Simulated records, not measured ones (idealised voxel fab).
Title: Process Module voxel air gaps
Pictured: cross-section cut, 215 nm wide, on a grid of 5 nm square cells.
Each cross-section below is a grid of square cells, stated as bands in top-down order, with one or more rows of cells making up each band. The entry gives the band's vertical extent as a top height and a bottom height in nm, then its horizontal make-up as materials from left to right, each with a width in nm. "blank" stands for empty space; a single material marked "full width" fills the band edge to edge. Height 0 is the level under which the wafer as received is all one material. The lowest band goes on downwards, as in "top 0, no bottom". Width spec "30..40" -> top row of cells at first value, bottom row at second value, equal per-row change in between. It should be understood that the words "no modifications", when stated for a given step, signify that the cross-section underwent no change in any of its cells during that step. Enclosed voids (no open way to top), threshold 8 cells or more, entry "Closed void roster", notation width x height at distance, distance from left edge, nm. On a step's line, text after the settings is the simulator commenting on that step. overlay nm: on a step with a mask, how far right of its planned place the mask lay; negative means left.

### Steps in the process plan
1) RECEIVE: material Si
2) CONFORMAL_DEP: material SiO2, thk nm 10
3) CONFORMAL_DEP: material SiCN, thk nm 5
4) DIRECTIONAL_DEP: material lowk, thk nm 35
5) MASKED_ETCH: tone open, mask id LINES, width nm 20, pitch nm 50, etch materials lowk, depth nm 35, overlay nm 0
6) CONFORMAL_DEP: material TiN, thk nm 5
7) FILL_DEP: material Ru, thk nm 10
8) CMP: height nm 50
9) EPI: material Ru, thk nm 10
10) SELECTIVE_ETCH: etch materials lowk, depth nm 45
11) CONFORMAL_DEP: material SiCN, thk nm 5

### This is the cross-section of the wafer as we received it, i.e. after step 1
- top 0, no bottom | Si full width
- Closed void roster: none

### a wafer at the end: this start, this plan, one mistake
- top 60, bottom 55 | blank 10 nm / SiCN 40 nm / blank 10 nm / SiCN 40 nm / blank 10 nm / SiCN 40 nm / blank 10 nm / SiCN 40 nm / blank 15 nm
- top 55, bottom 50 | blank 10 nm / SiCN 5 nm / Ru 30 nm / SiCN 5 nm / blank 10 nm / SiCN 5 nm / Ru 30 nm / SiCN 5 nm / blank 10 nm / SiCN 5 nm / Ru 30 nm / SiCN 5 nm / blank 10 nm / SiCN 5 nm / Ru 30 nm / SiCN 5 nm / blank 15 nm
- top 50, bottom 45 | blank 10 nm / SiCN 10 nm / TiN 5 nm / Ru 10 nm / TiN 5 nm / SiCN 10 nm / blank 10 nm / SiCN 10 nm / TiN 5 nm / Ru 10 nm / TiN 5 nm / SiCN 10 nm / blank 10 nm / SiCN 10 nm / TiN 5 nm / Ru 10 nm / TiN 5 nm / SiCN 10 nm / blank 10 nm / SiCN 10 nm / TiN 5 nm / Ru 10 nm / TiN 5 nm / SiCN 10 nm / blank 15 nm
- top 45, bottom 20 | blank 15 nm / SiCN 5 nm / TiN 5 nm / Ru 10 nm / TiN 5 nm / SiCN 5 nm / blank 20 nm / SiCN 5 nm / TiN 5 nm / Ru 10 nm / TiN 5 nm / SiCN 5 nm / blank 20 nm / SiCN 5 nm / TiN 5 nm / Ru 10 nm / TiN 5 nm / SiCN 5 nm / blank 20 nm / SiCN 5 nm / TiN 5 nm / Ru 10 nm / TiN 5 nm / SiCN 5 nm / blank 20 nm
- top 20, bottom 15 | SiCN 20 nm / TiN 20 nm / SiCN 30 nm / TiN 20 nm / SiCN 30 nm / TiN 20 nm / SiCN 30 nm / TiN 20 nm / SiCN 25 nm
- top 15, bottom 10 | SiCN full width
- top 10, bottom 0 | SiO2 full width
- top 0, no bottom | Si full width
- Closed void roster: none
It is concluded that the wafer was processed incorrectly with respect to the plan, in that for step 9, the planned setting was not used; the step was instead run as EPI: material Ru, thk nm 5
